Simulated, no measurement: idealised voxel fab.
Documented hereafter: the process module known as voxel fin reveal.
The figure presents cross-section cut, which has a width of 275 nm and is divided into square cells with an edge length of 5 nm.
The cross-sections in this document take the form of a grid made of square cells. They are written out as bands, in order from top to bottom. Each band consists of one or more rows of cells. Band: top height; bottom height; in nm. Then, left to right: material with width in nm, for each material. "everywhere": a single material spanning edge to edge. "air": empty space. Heights from 0 (as-received wafer is one material below). Bottom band endless downward, as "top 0, no bottom". Width "30->40": first value at the band's top row of cells, second value at its bottom row, equal change from row to row. What does "no modification" mean for a step? It means no cell of the cross-section changed in that step. Any empty space of 8 cells or more lacking an open way to the top shows up in "Sealed void list" as width x height at distance, distance from the left edge, in nm. Step line, after settings: the simulator's comment on this step. The setting "overlay nm" may be written on the line of a step. When the step uses a mask, the value reports how far to the right of the planned place the mask lay, and a negative value reports that it lay to the left.

**Planned process steps**
1: RECEIVE (material Si)
2: CONFORMAL_DEP (material SiN; thk nm 5)
3: PATTERN (tone cover; mask id FINS; material resist; width nm 15; pitch nm 35; thk nm 20; overlay nm 0)
4: DIRECTIONAL_ETCH (etch materials SiN; depth nm 5)
5: DIRECTIONAL_ETCH (etch materials Si; depth nm 40)
6: STRIP (etch materials resist)
7: OXIDIZE (depth nm 5)
8: FILL_DEP (material SiO2; thk nm 15)
9: CMP (height nm 5)
10: SELECTIVE_ETCH (etch materials SiO2; depth nm 35)
11: STRIP (etch materials SiN)

**Step 1 complete: cross-section of the wafer as received**
  top 0, no bottom | Si everywhere
  Sealed void list: none

**What the wafer looks like in cross-section after this module, when it starts as shown above and follows the plan above but one mistake is made in running it**
  top 0, bottom -30 | air 110 nm, then Si 5 nm, then air 30 nm, then Si 5 nm, then air 125 nm
  top -30, bottom -45 | SiO2 110 nm, then Si 5 nm, then SiO2 30 nm, then Si 5 nm, then SiO2 125 nm
  top -45, no bottom | Si everywhere
  Sealed void list: none
What was done differently from what was planned? so step 3 ended up running with a different setting than we planned, it ran as PATTERN (tone cover; mask id FINS; material resist; width nm 15; pitch nm 35; thk nm 20; overlay nm -5)
